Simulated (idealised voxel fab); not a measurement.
Presented below is a process module, voxel gate over fins.
Pictured: cross-section cut, 165 nm wide, on a grid of 5 nm square cells.
A cross-section in this document is a grid of square cells, and it is written down as bands, the top band listed before the ones below it; a band is made up of one or more rows of cells.
Top, bottom (nm), then materials left to right with widths (nm); lone material tagged "everywhere" fills the whole band edge to edge; "empty" = empty space.
Beneath 0, the wafer as received is one material, and that level is where height counting begins. The lowest band goes on downward without a bottom; it is written like "z 0 and below".
When a width is written as two numbers, as in "30->40", the first number is the width in the top row of cells of the band and the second is the width in its bottom row, and the width changes by the same amount from each row to the next.
Take "stayed the same" at face value: in the step it is given for, the cross-section changed in none of its cells.
You'll see "Enclosed void entries" listing empty spaces that have no way open to the top, as long as they're 8 cells or more; the notation is width x height at distance, where the distance is from the left edge, and all of it is in nm.
On a step's line, text after the settings is the simulator commenting on that step.
overlay nm: on a step with a mask, how far right of its planned place the mask lay; negative means left.
Below you will find pairs of cross-sections. In each, one shows the wafer before one process step and the other after it, with the after view ending at the lowest band that changed. Under each pair is the step separating them, along with its settings. Do not assume the pairs form a chain: they can come from different runs of this module on the same starting wafer, and a pair continues from the pair above it only when its "Pre-process state" entry says so.
Pre-process state:
	z 0 and below: Si everywhere
	Enclosed void entries: none
Cross-Section Thereafter:
	z 10 to 0: SiN everywhere
	Everything under 0 stays put, no change at all.
	Enclosed void entries: none
Step applied between the pre-step and post-step cross-sections shown above: CONFORMAL_DEP, material SiN, thk nm 10
Pre-process state: The pre-step condition corresponds to the post-step cross-section depicted in the pair directly above.
Cross-Section Thereafter:
	z 10 to 0: empty=40, then SiN=15, then empty=20, then SiN=15, then empty=20, then SiN=15, then empty=40
	Everything under 0 stays put, no change at all.
	Enclosed void entries: none
Step applied between the pre-step and post-step cross-sections shown above: MASKED_ETCH, tone cover, mask id FINS, width nm 15, pitch nm 35, etch materials SiN, depth nm 10, overlay nm 0
Pre-process state: The pre-step condition corresponds to the post-step cross-section depicted in the pair directly above.
Cross-Section Thereafter:
	z 10 to 0: empty=40, then SiN=15, then empty=20, then SiN=15, then empty=20, then SiN=15, then empty=40
	z 0 to -30: empty=40, then Si=15, then empty=20, then Si=15, then empty=20, then Si=15, then empty=40
	Everything under -30 stays put, no change at all.
	Enclosed void entries: none
Step applied between the pre-step and post-step cross-sections shown above: MASKED_ETCH, tone cover, mask id FINS, width nm 15, pitch nm 35, etch materials Si, depth nm 30, overlay nm 0
Pre-process state: The pre-step condition corresponds to the post-step cross-section depicted in the pair directly above.
Cross-Section Thereafter:
	z 10 to 0: empty=40, then SiN=15, then empty=20, then SiN=15, then empty=20, then SiN=15, then empty=40
	z 0 to -30: empty=40, then SiO2=5, then Si=5, then SiO2=5, then empty=20, then SiO2=5, then Si=5, then SiO2=5, then empty=20, then SiO2=5, then Si=5, then SiO2=5, then empty=40
	z -30 to -35: SiO2=45, then Si=5, then SiO2=30, then Si=5, then SiO2=30, then Si=5, then SiO2=45
	Everything under -35 stays put, no change at all.
	Enclosed void entries: none
Step applied between the pre-step and post-step cross-sections shown above: OXIDIZE, depth nm 5
Pre-process state: The pre-step condition corresponds to the post-step cross-section depicted in the pair directly above.
Cross-Section Thereafter:
	z 15 to 10: SiO2 everywhere
	z 10 to 0: SiO2=40, then SiN=15, then SiO2=20, then SiN=15, then SiO2=20, then SiN=15, then SiO2=40
	z 0 to -35: SiO2=45, then Si=5, then SiO2=30, then Si=5, then SiO2=30, then Si=5, then SiO2=45
	Everything under -35 stays put, no change at all.
	Enclosed void entries: none
Step applied between the pre-step and post-step cross-sections shown above: FILL_DEP, material SiO2, thk nm 5
Pre-process state: The pre-step condition corresponds to the post-step cross-section depicted in the pair directly above.
Cross-Section Thereafter:
	z 10 to 0: SiO2=40, then SiN=15, then SiO2=20, then SiN=15, then SiO2=20, then SiN=15, then SiO2=40
	Everything under 0 stays put, no change at all.
	Enclosed void entries: none
Step applied between the pre-step and post-step cross-sections shown above: CMP, height nm 10
Pre-process state: The pre-step condition corresponds to the post-step cross-section depicted in the pair directly above.
Cross-Section Thereafter:
	z 10 to 0: empty=40, then SiN=15, then empty=20, then SiN=15, then empty=20, then SiN=15, then empty=40
	z 0 to -10: empty=45, then Si=5, then empty=30, then Si=5, then empty=30, then Si=5, then empty=45
	Everything under -10 stays put, no change at all.
	Enclosed void entries: none
Step applied between the pre-step and post-step cross-sections shown above: SELECTIVE_ETCH, etch materials SiO2, depth nm 20
Pre-process state: The pre-step condition corresponds to the post-step cross-section depicted in the pair directly above.
Cross-Section Thereafter:
	z 0 to -10: empty=45, then Si=5, then empty=30, then Si=5, then empty=30, then Si=5, then empty=45
	Everything under -10 stays put, no change at all.
	Enclosed void entries: none
Step applied between the pre-step and post-step cross-sections shown above: STRIP, etch materials SiN
Pre-process state: The pre-step condition corresponds to the post-step cross-section depicted in the pair directly above.
Cross-Section Thereafter:
	z 5 to 0: empty=40, then HfO2=15, then empty=20, then HfO2=15, then empty=20, then HfO2=15, then empty=40
	z 0 to -5: empty=40, then HfO2=5, then Si=5, then HfO2=5, then empty=20, then HfO2=5, then Si=5, then HfO2=5, then empty=20, then HfO2=5, then Si=5, then HfO2=5, then empty=40
	z -5 to -10: HfO2=45, then Si=5, then HfO2=30, then Si=5, then HfO2=30, then Si=5, then HfO2=45
	Everything under -10 stays put, no change at all.
	Enclosed void entries: none
Step applied between the pre-step and post-step cross-sections shown above: CONFORMAL_DEP, material HfO2, thk nm 5
Pre-process state: The pre-step condition corresponds to the post-step cross-section depicted in the pair directly above.
Cross-Section Thereafter:
	z 10 to 5: empty=35, then TiN=25, then empty=10, then TiN=25, then empty=10, then TiN=25, then empty=35
	z 5 to 0: empty=35, then TiN=5, then HfO2=15, then TiN=5, then empty=10, then TiN=5, then HfO2=15, then TiN=5, then empty=10, then TiN=5, then HfO2=15, then TiN=5, then empty=35
	z 0 to -5: TiN=40, then HfO2=5, then Si=5, then HfO2=5, then TiN=20, then HfO2=5, then Si=5, then HfO2=5, then TiN=20, then HfO2=5, then Si=5, then HfO2=5, then TiN=40
	Everything under -5 stays put, no change at all.
	Enclosed void entries: none
Step applied between the pre-step and post-step cross-sections shown above: CONFORMAL_DEP, material TiN, thk nm 5
Pre-process state: The pre-step condition corresponds to the post-step cross-section depicted in the pair directly above.
Cross-Section Thereafter:
	z 20 to 10: W everywhere
	z 10 to 5: W=35, then TiN=25, then W=10, then TiN=25, then W=10, then TiN=25, then W=35
	z 5 to 0: W=35, then TiN=5, then HfO2=15, then TiN=5, then W=10, then TiN=5, then HfO2=15, then TiN=5, then W=10, then TiN=5, then HfO2=15, then TiN=5, then W=35
	Everything under 0 stays put, no change at all.
	Enclosed void entries: none
Step applied between the pre-step and post-step cross-sections shown above: FILL_DEP, material W, thk nm 10
Pre-process state: The pre-step condition corresponds to the post-step cross-section depicted in the pair directly above.
Cross-Section Thereafter:
	z 15 to 10: W everywhere
	Everything under 10 stays put, no change at all.
	Enclosed void entries: none
Step applied between the pre-step and post-step cross-sections shown above: CMP, height nm 15
Pre-process state: The pre-step condition corresponds to the post-step cross-section depicted in the pair directly above.
Cross-Section Thereafter:
	z 25 to 15: SiN everywhere
	Everything under 15 stays put, no change at all.
	Enclosed void entries: none
Step applied between the pre-step and post-step cross-sections shown above: CONFORMAL_DEP, material SiN, thk nm 10
Pre-process state:
	z 0 to -10: empty=45, then Si=5, then empty=30, then Si=5, then empty=30, then Si=5, then empty=45
	z -10 to -35: SiO2=45, then Si=5, then SiO2=30, then Si=5, then SiO2=30, then Si=5, then SiO2=45
	z -35 and below: Si everywhere
	Enclosed void entries: none
Cross-Section Thereafter:
	z 5 to 0: empty=40, then TiN=15, then empty=20, then TiN=15, then empty=20, then TiN=15, then empty=40
	z 0 to -5: empty=40, then TiN=5, then Si=5, then TiN=5, then empty=20, then TiN=5, then Si=5, then TiN=5, then empty=20, then TiN=5, then Si=5, then TiN=5, then empty=40
	z -5 to -10: TiN=45, then Si=5, then TiN=30, then Si=5, then TiN=30, then Si=5, then TiN=45
	Everything under -10 stays put, no change at all.
	Enclosed void entries: none
Step applied between the pre-step and post-step cross-sections shown above: CONFORMAL_DEP, material TiN, thk nm 5
Pre-process state: The pre-step condition corresponds to the post-step cross-section depicted in the pair directly above.
Cross-Section Thereafter:
	z 15 to 5: W everywhere
	z 5 to 0: W=40, then TiN=15, then W=20, then TiN=15, then W=20, then TiN=15, then W=40
	z 0 to -5: W=40, then TiN=5, then Si=5, then TiN=5, then W=20, then TiN=5, then Si=5, then TiN=5, then W=20, then TiN=5, then Si=5, then TiN=5, then W=40
	Everything under -5 stays put, no change at all.
	Enclosed void entries: none
Step applied between the pre-step and post-step cross-sections shown above: FILL_DEP, material W, thk nm 10
Pre-process state: The pre-step condition corresponds to the post-step cross-section depicted in the pair directly above.
Cross-Section Thereafter:
	z 25 to 15: SiN everywhere
	Everything under 15 stays put, no change at all.
	Enclosed void entries: none
Step applied between the pre-step and post-step cross-sections shown above: CONFORMAL_DEP, material SiN, thk nm 10
Pre-process state:
	z 10 to 0: empty=40, then SiN=15, then empty=20, then SiN=15, then empty=20, then SiN=15, then empty=40
	z 0 to -30: empty=40, then Si=15, then empty=20, then Si=15, then empty=20, then Si=15, then empty=40
	z -30 and below: Si everywhere
	Enclosed void entries: none
Cross-Section Thereafter:
	z 10 to 0: empty=40, then SiN=15, then empty=20, then SiN=15, then empty=20, then SiN=15, then empty=40
	z 0 to -60: empty=40, then Si=15, then empty=20, then Si=15, then empty=20, then Si=15, then empty=40
	Everything under -60 stays put, no change at all.
	Enclosed void entries: none
Step applied between the pre-step and post-step cross-sections shown above: MASKED_ETCH, tone cover, mask id FINS, width nm 15, pitch nm 35, etch materials Si, depth nm 30, overlay nm 0
Pre-process state: The pre-step condition corresponds to the post-step cross-section depicted in the pair directly above.
Cross-Section Thereafter:
	z 10 to 0: empty=40, then SiN=15, then empty=20, then SiN=15, then empty=20, then SiN=15, then empty=40
	z 0 to -60: empty=40, then SiO2=5, then Si=5, then SiO2=5, then empty=20, then SiO2=5, then Si=5, then SiO2=5, then empty=20, then SiO2=5, then Si=5, then SiO2=5, then empty=40
	z -60 to -65: SiO2=45, then Si=5, then SiO2=30, then Si=5, then SiO2=30, then Si=5, then SiO2=45
	Everything under -65 stays put, no change at all.
	Enclosed void entries: none
Step applied between the pre-step and post-step cross-sections shown above: OXIDIZE, depth nm 5
Pre-process state: The pre-step condition corresponds to the post-step cross-section depicted in the pair directly above.
Cross-Section Thereafter:
	z 15 to 10: SiO2 everywhere
	z 10 to 0: SiO2=40, then SiN=15, then SiO2=20, then SiN=15, then SiO2=20, then SiN=15, then SiO2=40
	z 0 to -65: SiO2=45, then Si=5, then SiO2=30, then Si=5, then SiO2=30, then Si=5, then SiO2=45
	Everything under -65 stays put, no change at all.
	Enclosed void entries: none
Step applied between the pre-step and post-step cross-sections shown above: FILL_DEP, material SiO2, thk nm 5
Pre-process state: The pre-step condition corresponds to the post-step cross-section depicted in the pair directly above.
Cross-Section Thereafter:
	z 10 to 0: SiO2=40, then SiN=15, then SiO2=20, then SiN=15, then SiO2=20, then SiN=15, then SiO2=40
	Everything under 0 stays put, no change at all.
	Enclosed void entries: none
Step applied between the pre-step and post-step cross-sections shown above: CMP, height nm 10
Pre-process state: The pre-step condition corresponds to the post-step cross-section depicted in the pair directly above.
Cross-Section Thereafter:
	z 10 to 0: empty=40, then SiN=15, then empty=20, then SiN=15, then empty=20, then SiN=15, then empty=40
	z 0 to -10: empty=45, then Si=5, then empty=30, then Si=5, then empty=30, then Si=5, then empty=45
	Everything under -10 stays put, no change at all.
	Enclosed void entries: none
Step applied between the pre-step and post-step cross-sections shown above: SELECTIVE_ETCH, etch materials SiO2, depth nm 20
Pre-process state: The pre-step condition corresponds to the post-step cross-section depicted in the pair directly above.
Cross-Section Thereafter:
	z 0 to -10: empty=45, then Si=5, then empty=30, then Si=5, then empty=30, then Si=5, then empty=45
	Everything under -10 stays put, no change at all.
	Enclosed void entries: none
Step applied between the pre-step and post-step cross-sections shown above: STRIP, etch materials SiN
Pre-process state: The pre-step condition corresponds to the post-step cross-section depicted in the pair directly above.
Cross-Section Thereafter:
	z 5 to 0: empty=40, then HfO2=15, then empty=20, then HfO2=15, then empty=20, then HfO2=15, then empty=40
	z 0 to -5: empty=40, then HfO2=5, then Si=5, then HfO2=5, then empty=20, then HfO2=5, then Si=5, then HfO2=5, then empty=20, then HfO2=5, then Si=5, then HfO2=5, then empty=40
	z -5 to -10: HfO2=45, then Si=5, then HfO2=30, then Si=5, then HfO2=30, then Si=5, then HfO2=45
	Everything under -10 stays put, no change at all.
	Enclosed void entries: none
Step applied between the pre-step and post-step cross-sections shown above: CONFORMAL_DEP, material HfO2, thk nm 5
Pre-process state: The pre-step condition corresponds to the post-step cross-section depicted in the pair directly above.
Cross-Section Thereafter:
	z 10 to 5: empty=35, then TiN=25, then empty=10, then TiN=25, then empty=10, then TiN=25, then empty=35
	z 5 to 0: empty=35, then TiN=5, then HfO2=15, then TiN=5, then empty=10, then TiN=5, then HfO2=15, then TiN=5, then empty=10, then TiN=5, then HfO2=15, then TiN=5, then empty=35
	z 0 to -5: TiN=40, then HfO2=5, then Si=5, then HfO2=5, then TiN=20, then HfO2=5, then Si=5, then HfO2=5, then TiN=20, then HfO2=5, then Si=5, then HfO2=5, then TiN=40
	Everything under -5 stays put, no change at all.
	Enclosed void entries: none
Step applied between the pre-step and post-step cross-sections shown above: CONFORMAL_DEP, material TiN, thk nm 5
Pre-process state: The pre-step condition corresponds to the post-step cross-section depicted in the pair directly above.
Cross-Section Thereafter:
	z 20 to 10: W everywhere
	z 10 to 5: W=35, then TiN=25, then W=10, then TiN=25, then W=10, then TiN=25, then W=35
	z 5 to 0: W=35, then TiN=5, then HfO2=15, then TiN=5, then W=10, then TiN=5, then HfO2=15, then TiN=5, then W=10, then TiN=5, then HfO2=15, then TiN=5, then W=35
	Everything under 0 stays put, no change at all.
	Enclosed void entries: none
Step applied between the pre-step and post-step cross-sections shown above: FILL_DEP, material W, thk nm 10
Pre-process state: The pre-step condition corresponds to the post-step cross-section depicted in the pair directly above.
Cross-Section Thereafter:
	z 15 to 10: W everywhere
	Everything under 10 stays put, no change at all.
	Enclosed void entries: none
Step applied between the pre-step and post-step cross-sections shown above: CMP, height nm 15
Pre-process state: The pre-step condition corresponds to the post-step cross-section depicted in the pair directly above.
Cross-Section Thereafter:
	z 25 to 15: SiN everywhere
	Everything under 15 stays put, no change at all.
	Enclosed void entries: none
Step applied between the pre-step and post-step cross-sections shown above: CONFORMAL_DEP, material SiN, thk nm 10
Pre-process state:
	z 5 to 0: empty=40, then TiN=15, then empty=20, then TiN=15, then empty=20, then TiN=15, then empty=40
	z 0 to -5: empty=40, then TiN=5, then Si=5, then TiN=5, then empty=20, then TiN=5, then Si=5, then TiN=5, then empty=20, then TiN=5, then Si=5, then TiN=5, then empty=40
	z -5 to -10: TiN=45, then Si=5, then TiN=30, then Si=5, then TiN=30, then Si=5, then TiN=45
	z -10 to -35: SiO2=45, then Si=5, then SiO2=30, then Si=5, then SiO2=30, then Si=5, then SiO2=45
	z -35 and below: Si everywhere
	Enclosed void entries: none
Cross-Section Thereafter:
	z 10 to 5: empty=35, then HfO2=25, then empty=10, then HfO2=25, then empty=10, then HfO2=25, then empty=35
	z 5 to 0: empty=35, then HfO2=5, then TiN=15, then HfO2=5, then empty=10, then HfO2=5, then TiN=15, then HfO2=5, then empty=10, then HfO2=5, then TiN=15, then HfO2=5, then empty=35
	z 0 to -5: HfO2=40, then TiN=5, then Si=5, then TiN=5, then HfO2=20, then TiN=5, then Si=5, then TiN=5, then HfO2=20, then TiN=5, then Si=5, then TiN=5, then HfO2=40
	Everything under -5 stays put, no change at all.
	Enclosed void entries: none
Step applied between the pre-step and post-step cross-sections shown above: CONFORMAL_DEP, material HfO2, thk nm 5
Pre-process state: The pre-step condition corresponds to the post-step cross-section depicted in the pair directly above.
Cross-Section Thereafter:
	z 20 to 10: W everywhere
	z 10 to 5: W=35, then HfO2=25, then W=10, then HfO2=25, then W=10, then HfO2=25, then W=35
	z 5 to 0: W=35, then HfO2=5, then TiN=15, then HfO2=5, then W=10, then HfO2=5, then TiN=15, then HfO2=5, then W=10, then HfO2=5, then TiN=15, then HfO2=5, then W=35
	Everything under 0 stays put, no change at all.
	Enclosed void entries: none
Step applied between the pre-step and post-step cross-sections shown above: FILL_DEP, material W, thk nm 10
Pre-process state: The pre-step condition corresponds to the post-step cross-section depicted in the pair directly above.
Cross-Section Thereafter:
	z 15 to 10: W everywhere
	Everything under 10 stays put, no change at all.
	Enclosed void entries: none
Step applied between the pre-step and post-step cross-sections shown above: CMP, height nm 15
Pre-process state: The pre-step condition corresponds to the post-step cross-section depicted in the pair directly above.
Cross-Section Thereafter:
	z 25 to 15: SiN everywhere
	Everything under 15 stays put, no change at all.
	Enclosed void entries: none
Step applied between the pre-step and post-step cross-sections shown above: CONFORMAL_DEP, material SiN, thk nm 10
Pre-process state:
	z 10 to 0: empty=40, then SiN=15, then empty=20, then SiN=15, then empty=20, then SiN=15, then empty=40
	z 0 and below: Si everywhere
	Enclosed void entries: none
Cross-Section Thereafter:
	z 10 to 0: empty=40, then SiN=15, then empty=20, then SiN=15, then empty=20, then SiN=15, then empty=40
	z 0 to -35: empty=40, then Si=15, then empty=20, then Si=15, then empty=20, then Si=15, then empty=40
	Everything under -35 stays put, no change at all.
	Enclosed void entries: none
Step applied between the pre-step and post-step cross-sections shown above: MASKED_ETCH, tone cover, mask id FINS, width nm 15, pitch nm 35, etch materials Si, depth nm 35, overlay nm 0
Pre-process state: The pre-step condition corresponds to the post-step cross-section depicted in the pair directly above.
Cross-Section Thereafter:
	z 10 to 0: empty=40, then SiN=15, then empty=20, then SiN=15, then empty=20, then SiN=15, then empty=40
	z 0 to -35: empty=40, then SiO2=5, then Si=5, then SiO2=5, then empty=20, then SiO2=5, then Si=5, then SiO2=5, then empty=20, then SiO2=5, then Si=5, then SiO2=5, then empty=40
	z -35 to -40: SiO2=45, then Si=5, then SiO2=30, then Si=5, then SiO2=30, then Si=5, then SiO2=45
	Everything under -40 stays put, no change at all.
	Enclosed void entries: none
Step applied between the pre-step and post-step cross-sections shown above: OXIDIZE, depth nm 5
Pre-process state: The pre-step condition corresponds to the post-step cross-section depicted in the pair directly above.
Cross-Section Thereafter:
	z 15 to 10: SiO2 everywhere
	z 10 to 0: SiO2=40, then SiN=15, then SiO2=20, then SiN=15, then SiO2=20, then SiN=15, then SiO2=40
	z 0 to -40: SiO2=45, then Si=5, then SiO2=30, then Si=5, then SiO2=30, then Si=5, then SiO2=45
	Everything under -40 stays put, no change at all.
	Enclosed void entries: none
Step applied between the pre-step and post-step cross-sections shown above: FILL_DEP, material SiO2, thk nm 5
Pre-process state: The pre-step condition corresponds to the post-step cross-section depicted in the pair directly above.
Cross-Section Thereafter:
	z 10 to 0: SiO2=40, then SiN=15, then SiO2=20, then SiN=15, then SiO2=20, then SiN=15, then SiO2=40
	Everything under 0 stays put, no change at all.
	Enclosed void entries: none
Step applied between the pre-step and post-step cross-sections shown above: CMP, height nm 10
Pre-process state: The pre-step condition corresponds to the post-step cross-section depicted in the pair directly above.
Cross-Section Thereafter:
	z 10 to 0: empty=40, then SiN=15, then empty=20, then SiN=15, then empty=20, then SiN=15, then empty=40
	z 0 to -10: empty=45, then Si=5, then empty=30, then Si=5, then empty=30, then Si=5, then empty=45
	Everything under -10 stays put, no change at all.
	Enclosed void entries: none
Step applied between the pre-step and post-step cross-sections shown above: SELECTIVE_ETCH, etch materials SiO2, depth nm 20
Pre-process state: The pre-step condition corresponds to the post-step cross-section depicted in the pair directly above.
Cross-Section Thereafter:
	z 0 to -10: empty=45, then Si=5, then empty=30, then Si=5, then empty=30, then Si=5, then empty=45
	Everything under -10 stays put, no change at all.
	Enclosed void entries: none
Step applied between the pre-step and post-step cross-sections shown above: STRIP, etch materials SiN
Pre-process state: The pre-step condition corresponds to the post-step cross-section depicted in the pair directly above.
Cross-Section Thereafter:
	z 5 to 0: empty=40, then HfO2=15, then empty=20, then HfO2=15, then empty=20, then HfO2=15, then empty=40
	z 0 to -5: empty=40, then HfO2=5, then Si=5, then HfO2=5, then empty=20, then HfO2=5, then Si=5, then HfO2=5, then empty=20, then HfO2=5, then Si=5, then HfO2=5, then empty=40
	z -5 to -10: HfO2=45, then Si=5, then HfO2=30, then Si=5, then HfO2=30, then Si=5, then HfO2=45
	Everything under -10 stays put, no change at all.
	Enclosed void entries: none
Step applied between the pre-step and post-step cross-sections shown above: CONFORMAL_DEP, material HfO2, thk nm 5
Pre-process state: The pre-step condition corresponds to the post-step cross-section depicted in the pair directly above.
Cross-Section Thereafter:
	z 10 to 5: empty=35, then TiN=25, then empty=10, then TiN=25, then empty=10, then TiN=25, then empty=35
	z 5 to 0: empty=35, then TiN=5, then HfO2=15, then TiN=5, then empty=10, then TiN=5, then HfO2=15, then TiN=5, then empty=10, then TiN=5, then HfO2=15, then TiN=5, then empty=35
	z 0 to -5: TiN=40, then HfO2=5, then Si=5, then HfO2=5, then TiN=20, then HfO2=5, then Si=5, then HfO2=5, then TiN=20, then HfO2=5, then Si=5, then HfO2=5, then TiN=40
	Everything under -5 stays put, no change at all.
	Enclosed void entries: none
Step applied between the pre-step and post-step cross-sections shown above: CONFORMAL_DEP, material TiN, thk nm 5
Pre-process state: The pre-step condition corresponds to the post-step cross-section depicted in the pair directly above.
Cross-Section Thereafter:
	z 20 to 10: W everywhere
	z 10 to 5: W=35, then TiN=25, then W=10, then TiN=25, then W=10, then TiN=25, then W=35
	z 5 to 0: W=35, then TiN=5, then HfO2=15, then TiN=5, then W=10, then TiN=5, then HfO2=15, then TiN=5, then W=10, then TiN=5, then HfO2=15, then TiN=5, then W=35
	Everything under 0 stays put, no change at all.
	Enclosed void entries: none
Step applied between the pre-step and post-step cross-sections shown above: FILL_DEP, material W, thk nm 10
Pre-process state: The pre-step condition corresponds to the post-step cross-section depicted in the pair directly above.
Cross-Section Thereafter:
	z 15 to 10: W everywhere
	Everything under 10 stays put, no change at all.
	Enclosed void entries: none
Step applied between the pre-step and post-step cross-sections shown above: CMP, height nm 15
Pre-process state: The pre-step condition corresponds to the post-step cross-section depicted in the pair directly above.
Cross-Section Thereafter:
	z 25 to 15: SiN everywhere
	Everything under 15 stays put, no change at all.
	Enclosed void entries: none
Step applied between the pre-step and post-step cross-sections shown above: CONFORMAL_DEP, material SiN, thk nm 10
Pre-process state:
	z 10 to 0: SiN everywhere
	z 0 and below: Si everywhere
	Enclosed void entries: none
Cross-Section Thereafter:
	z 10 to 0: empty=40, then SiN=20, then empty=15, then SiN=20, then empty=15, then SiN=20, then empty=35
	Everything under 0 stays put, no change at all.
	Enclosed void entries: none
Step applied between the pre-step and post-step cross-sections shown above: MASKED_ETCH, tone cover, mask id FINS, width nm 20, pitch nm 35, etch materials SiN, depth nm 10, overlay nm 0
Pre-process state: The pre-step condition corresponds to the post-step cross-section depicted in the pair directly above.
Cross-Section Thereafter:
	z 10 to 0: empty=40, then SiN=20, then empty=15, then SiN=20, then empty=15, then SiN=20, then empty=35
	z 0 to -30: empty=40, then Si=20, then empty=15, then Si=20, then empty=15, then Si=20, then empty=35
	Everything under -30 stays put, no change at all.
	Enclosed void entries: none
Step applied between the pre-step and post-step cross-sections shown above: MASKED_ETCH, tone cover, mask id FINS, width nm 15, pitch nm 35, etch materials Si, depth nm 30, overlay nm 0
Pre-process state: The pre-step condition corresponds to the post-step cross-section depicted in the pair directly above.
Cross-Section Thereafter:
	z 10 to 0: empty=40, then SiN=20, then empty=15, then SiN=20, then empty=15, then SiN=20, then empty=35
	z 0 to -30: empty=40, then SiO2=5, then Si=10, then SiO2=5, then empty=15, then SiO2=5, then Si=10, then SiO2=5, then empty=15, then SiO2=5, then Si=10, then SiO2=5, then empty=35
	z -30 to -35: SiO2=45, then Si=10, then SiO2=25, then Si=10, then SiO2=25, then Si=10, then SiO2=40
	Everything under -35 stays put, no change at all.
	Enclosed void entries: none
Step applied between the pre-step and post-step cross-sections shown above: OXIDIZE, depth nm 5
Pre-process state: The pre-step condition corresponds to the post-step cross-section depicted in the pair directly above.
Cross-Section Thereafter:
	z 15 to 10: SiO2 everywhere
	z 10 to 0: SiO2=40, then SiN=20, then SiO2=15, then SiN=20, then SiO2=15, then SiN=20, then SiO2=35
	z 0 to -35: SiO2=45, then Si=10, then SiO2=25, then Si=10, then SiO2=25, then Si=10, then SiO2=40
	Everything under -35 stays put, no change at all.
	Enclosed void entries: none
Step applied between the pre-step and post-step cross-sections shown above: FILL_DEP, material SiO2, thk nm 5
Pre-process state: The pre-step condition corresponds to the post-step cross-section depicted in the pair directly above.
Cross-Section Thereafter:
	z 10 to 0: SiO2=40, then SiN=20, then SiO2=15, then SiN=20, then SiO2=15, then SiN=20, then SiO2=35
	Everything under 0 stays put, no change at all.
	Enclosed void entries: none
Step applied between the pre-step and post-step cross-sections shown above: CMP, height nm 10
Pre-process state: The pre-step condition corresponds to the post-step cross-section depicted in the pair directly above.
Cross-Section Thereafter:
	z 10 to 0: empty=40, then SiN=20, then empty=15, then SiN=20, then empty=15, then SiN=20, then empty=35
	z 0 to -10: empty=45, then Si=10, then empty=25, then Si=10, then empty=25, then Si=10, then empty=40
	Everything under -10 stays put, no change at all.
	Enclosed void entries: none
Step applied between the pre-step and post-step cross-sections shown above: SELECTIVE_ETCH, etch materials SiO2, depth nm 20
Pre-process state: The pre-step condition corresponds to the post-step cross-section depicted in the pair directly above.
Cross-Section Thereafter:
	z 0 to -10: empty=45, then Si=10, then empty=25, then Si=10, then empty=25, then Si=10, then empty=40
	Everything under -10 stays put, no change at all.
	Enclosed void entries: none
Step applied between the pre-step and post-step cross-sections shown above: STRIP, etch materials SiN
Pre-process state: The pre-step condition corresponds to the post-step cross-section depicted in the pair directly above.
Cross-Section Thereafter:
	z 5 to 0: empty=40, then HfO2=20, then empty=15, then HfO2=20, then empty=15, then HfO2=20, then empty=35
	z 0 to -5: empty=40, then HfO2=5, then Si=10, then HfO2=5, then empty=15, then HfO2=5, then Si=10, then HfO2=5, then empty=15, then HfO2=5, then Si=10, then HfO2=5, then empty=35
	z -5 to -10: HfO2=45, then Si=10, then HfO2=25, then Si=10, then HfO2=25, then Si=10, then HfO2=40
	Everything under -10 stays put, no change at all.
	Enclosed void entries: none
Step applied between the pre-step and post-step cross-sections shown above: CONFORMAL_DEP, material HfO2, thk nm 5
Pre-process state: The pre-step condition corresponds to the post-step cross-section depicted in the pair directly above.
Cross-Section Thereafter:
	z 10 to 5: empty=35, then TiN=30, then empty=5, then TiN=30, then empty=5, then TiN=30, then empty=30
	z 5 to 0: empty=35, then TiN=5, then HfO2=20, then TiN=5, then empty=5, then TiN=5, then HfO2=20, then TiN=5, then empty=5, then TiN=5, then HfO2=20, then TiN=5, then empty=30
	z 0 to -5: TiN=40, then HfO2=5, then Si=10, then HfO2=5, then TiN=15, then HfO2=5, then Si=10, then HfO2=5, then TiN=15, then HfO2=5, then Si=10, then HfO2=5, then TiN=35
	Everything under -5 stays put, no change at all.
	Enclosed void entries: none
Step applied between the pre-step and post-step cross-sections shown above: CONFORMAL_DEP, material TiN, thk nm 5
Pre-process state: The pre-step condition corresponds to the post-step cross-section depicted in the pair directly above.
Cross-Section Thereafter:
	z 20 to 10: W everywhere
	z 10 to 5: W=35, then TiN=30, then W=5, then TiN=30, then W=5, then TiN=30, then W=30
	z 5 to 0: W=35, then TiN=5, then HfO2=20, then TiN=5, then W=5, then TiN=5, then HfO2=20, then TiN=5, then W=5, then TiN=5, then HfO2=20, then TiN=5, then W=30
	Everything under 0 stays put, no change at all.
	Enclosed void entries: none
Step applied between the pre-step and post-step cross-sections shown above: FILL_DEP, material W, thk nm 10
Pre-process state: The pre-step condition corresponds to the post-step cross-section depicted in the pair directly above.
Cross-Section Thereafter:
	z 15 to 10: W everywhere
	Everything under 10 stays put, no change at all.
	Enclosed void entries: none
Step applied between the pre-step and post-step cross-sections shown above: CMP, height nm 15
Pre-process state: The pre-step condition corresponds to the post-step cross-section depicted in the pair directly above.
Cross-Section Thereafter:
	z 25 to 15: SiN everywhere
	Everything under 15 stays put, no change at all.
	Enclosed void entries: none
Step applied between the pre-step and post-step cross-sections shown above: CONFORMAL_DEP, material SiN, thk nm 10
Pre-process state:
	z 10 to 0: SiN everywhere
	z 0 and below: Si everywhere
	Enclosed void entries: none
Cross-Section Thereafter:
	z 10 to 0: empty=50, then SiN=15, then empty=20, then SiN=15, then empty=20, then SiN=15, then empty=30
	Everything under 0 stays put, no change at all.
	Enclosed void entries: none
Step applied between the pre-step and post-step cross-sections shown above: MASKED_ETCH, tone cover, mask id FINS, width nm 15, pitch nm 35, etch materials SiN, depth nm 10, overlay nm 10
Pre-process state: The pre-step condition corresponds to the post-step cross-section depicted in the pair directly above.
Cross-Section Thereafter:
	z 10 to 0: empty=50, then SiN=15, then empty=20, then SiN=15, then empty=20, then SiN=15, then empty=30
	z 0 to -30: empty=40, then Si=25, then empty=10, then Si=25, then empty=10, then Si=25, then empty=30
	Everything under -30 stays put, no change at all.
	Enclosed void entries: none
Step applied between the pre-step and post-step cross-sections shown above: MASKED_ETCH, tone cover, mask id FINS, width nm 15, pitch nm 35, etch materials Si, depth nm 30, overlay nm 0
Pre-process state: The pre-step condition corresponds to the post-step cross-section depicted in the pair directly above.
Cross-Section Thereafter:
	z 10 to 0: empty=50, then SiN=15, then empty=20, then SiN=15, then empty=20, then SiN=15, then empty=30
	z 0 to -5: empty=40, then SiO2=15, then Si=5, then SiO2=5, then empty=10, then SiO2=15, then Si=5, then SiO2=5, then empty=10, then SiO2=15, then Si=5, then SiO2=5, then empty=30
	z -5 to -30: empty=40, then SiO2=5, then Si=15, then SiO2=5, then empty=10, then SiO2=5, then Si=15, then SiO2=5, then empty=10, then SiO2=5, then Si=15, then SiO2=5, then empty=30
	z -30 to -35: SiO2=45, then Si=15, then SiO2=20, then Si=15, then SiO2=20, then Si=15, then SiO2=35
	Everything under -35 stays put, no change at all.
	Enclosed void entries: none
Step applied between the pre-step and post-step cross-sections shown above: OXIDIZE, depth nm 5
